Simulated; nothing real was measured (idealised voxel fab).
process module | voxel self aligned vias
cross-section cut | 165 nm wide | cells 5 nm
A cross-section is a grid of square cells, given in bands from the top down. A band is one or more rows of cells.
Each band's line starts with the height of the band's top and of its bottom, in nm. Then come its materials from left to right, each with its width in nm. One material with "throughout" fills the band from edge to edge. "air" is empty space.
Height 0 is the level under which the wafer as received is all one material. The lowest band goes on downwards, as in "0 down".
A width such as "30 to 40" changes by the same amount from each row of cells to the next, from the band's top row to its bottom row.
"no change" after a step means that no cell of the cross-section changed.
closed voids: empty space of 8 cells or more with no open way to the top, each as width x height at its distance from the left edge, in nm
after a step's settings: what the simulator itself notes on the step
overlay nm, on a step with a mask: how far to the right of its planned place the mask lay; to the left if negative
plan
1 op RECEIVE | material Si
2 op CONFORMAL_DEP | material SiO2 | thk nm 10
3 op CONFORMAL_DEP | material SiCN | thk nm 5
4 op DIRECTIONAL_DEP | material lowk | thk nm 25
5 op PATTERN | tone open | mask id LINES | material resist | width nm 20 | pitch nm 70 | thk nm 15 | overlay nm 0
6 op DIRECTIONAL_ETCH | etch materials lowk | depth nm 25
7 op STRIP | etch materials resist
8 op CONFORMAL_DEP | material TiN | thk nm 5
9 op FILL_DEP | material Ru | thk nm 10
10 op CMP | height nm 40
11 op SELECTIVE_ETCH | etch materials W Ru TiN | depth nm 10
12 op FILL_DEP | material SiN | thk nm 10
13 op CMP | height nm 40
14 op DIRECTIONAL_DEP | material lowk | thk nm 20
15 op MASKED_ETCH | tone open | mask id VIAS | width nm 40 | etch materials lowk | depth nm 20 | overlay nm 0
16 op MASKED_ETCH | tone open | mask id VIAS | width nm 40 | etch materials SiN | depth nm 10 | overlay nm 0
17 op CONFORMAL_DEP | material TiN | thk nm 5
18 op FILL_DEP | material Ru | thk nm 5
19 op CMP | height nm 60
20 op CONFORMAL_DEP | material SiCN | thk nm 5
first wafer, as planned
as received, after step 1
  0 down: Si throughout
  closed voids: none
after step 2
  10 to 0: SiO2 throughout
  below 0: unchanged
after step 3
  15 to 10: SiCN throughout
  below 10: unchanged
after step 4
  40 to 15: lowk throughout
  below 15: unchanged
after step 5
  55 to 40: resist 35 | air 20 | resist 50 | air 20 | resist 40
  below 40: unchanged
after step 6
  55 to 40: resist 35 | air 20 | resist 50 | air 20 | resist 40
  40 to 15: lowk 35 | air 20 | lowk 50 | air 20 | lowk 40
  below 15: unchanged
after step 7
  40 to 15: lowk 35 | air 20 | lowk 50 | air 20 | lowk 40
  below 15: unchanged
after step 8
  45 to 40: TiN 40 | air 10 | TiN 60 | air 10 | TiN 45
  40 to 20: lowk 35 | TiN 5 | air 10 | TiN 5 | lowk 50 | TiN 5 | air 10 | TiN 5 | lowk 40
  20 to 15: lowk 35 | TiN 20 | lowk 50 | TiN 20 | lowk 40
  below 15: unchanged
after step 9
  55 to 45: Ru throughout
  45 to 40: TiN 40 | Ru 10 | TiN 60 | Ru 10 | TiN 45
  40 to 20: lowk 35 | TiN 5 | Ru 10 | TiN 5 | lowk 50 | TiN 5 | Ru 10 | TiN 5 | lowk 40
  below 20: unchanged
after step 10
  40 to 20: lowk 35 | TiN 5 | Ru 10 | TiN 5 | lowk 50 | TiN 5 | Ru 10 | TiN 5 | lowk 40
  below 20: unchanged
after step 11
  40 to 30: lowk 35 | air 20 | lowk 50 | air 20 | lowk 40
  below 30: unchanged
after step 12
  50 to 40: SiN throughout
  40 to 30: lowk 35 | SiN 20 | lowk 50 | SiN 20 | lowk 40
  below 30: unchanged
after step 13
  40 to 30: lowk 35 | SiN 20 | lowk 50 | SiN 20 | lowk 40
  below 30: unchanged
after step 14
  60 to 40: lowk throughout
  below 40: unchanged
after step 15
  60 to 40: lowk 25 | air 40 | lowk 100
  below 40: unchanged
after step 16
  60 to 40: lowk 25 | air 40 | lowk 100
  40 to 30: lowk 35 | air 20 | lowk 50 | SiN 20 | lowk 40
  below 30: unchanged
after step 17
  65 to 60: TiN 30 | air 30 | TiN 105
  60 to 45: lowk 25 | TiN 5 | air 30 | TiN 5 | lowk 100
  45 to 40: lowk 25 | TiN 15 | air 10 | TiN 15 | lowk 100
  40 to 35: lowk 35 | TiN 5 | air 10 | TiN 5 | lowk 50 | SiN 20 | lowk 40
  35 to 30: lowk 35 | TiN 20 | lowk 50 | SiN 20 | lowk 40
  below 30: unchanged
after step 18
  70 to 65: Ru throughout
  65 to 60: TiN 30 | Ru 30 | TiN 105
  60 to 45: lowk 25 | TiN 5 | Ru 30 | TiN 5 | lowk 100
  45 to 40: lowk 25 | TiN 15 | Ru 10 | TiN 15 | lowk 100
  40 to 35: lowk 35 | TiN 5 | Ru 10 | TiN 5 | lowk 50 | SiN 20 | lowk 40
  below 35: unchanged
after step 19
  60 to 45: lowk 25 | TiN 5 | Ru 30 | TiN 5 | lowk 100
  below 45: unchanged
after step 20
  65 to 60: SiCN throughout
  below 60: unchanged
second wafer: like start, like plan, one mistake. Through step 2 it matches the first wafer
when step 3 should have ended
  35 to 10: lowk throughout
  below 10: unchanged
when step 4 should have ended
  40 to 35: SiCN throughout
  below 35: unchanged
when step 5 should have ended
  55 to 40: resist 35 | air 20 | resist 50 | air 20 | resist 40
  below 40: unchanged
when step 6 should have ended: no change
when step 7 should have ended
  40 to 35: SiCN throughout
  below 35: unchanged
when step 8 should have ended
  45 to 40: TiN throughout
  below 40: unchanged
when step 9 should have ended
  55 to 45: Ru throughout
  below 45: unchanged
when step 10 should have ended
  40 to 35: SiCN throughout
  below 35: unchanged
when step 11 should have ended: no change
when step 12 should have ended
  50 to 40: SiN throughout
  below 40: unchanged
when step 13 should have ended
  40 to 35: SiCN throughout
  below 35: unchanged
when step 14 should have ended
  60 to 40: lowk throughout
  below 40: unchanged
when step 15 should have ended
  60 to 40: lowk 25 | air 40 | lowk 100
  below 40: unchanged
when step 16 should have ended: no change
when step 17 should have ended
  65 to 60: TiN 30 | air 30 | TiN 105
  60 to 45: lowk 25 | TiN 5 | air 30 | TiN 5 | lowk 100
  45 to 40: lowk 25 | TiN 40 | lowk 100
  below 40: unchanged
when step 18 should have ended
  70 to 65: Ru throughout
  65 to 60: TiN 30 | Ru 30 | TiN 105
  60 to 45: lowk 25 | TiN 5 | Ru 30 | TiN 5 | lowk 100
  below 45: unchanged
when step 19 should have ended
  60 to 45: lowk 25 | TiN 5 | Ru 30 | TiN 5 | lowk 100
  below 45: unchanged
when step 20 should have ended
  65 to 60: SiCN throughout
  below 60: unchanged
what went wrong: steps 3 and 4 were swapped
at the end the second wafer has, in cells: 12 fewer of Ru | 8 fewer of SiN | 20 fewer of TiN | 40 more of lowk
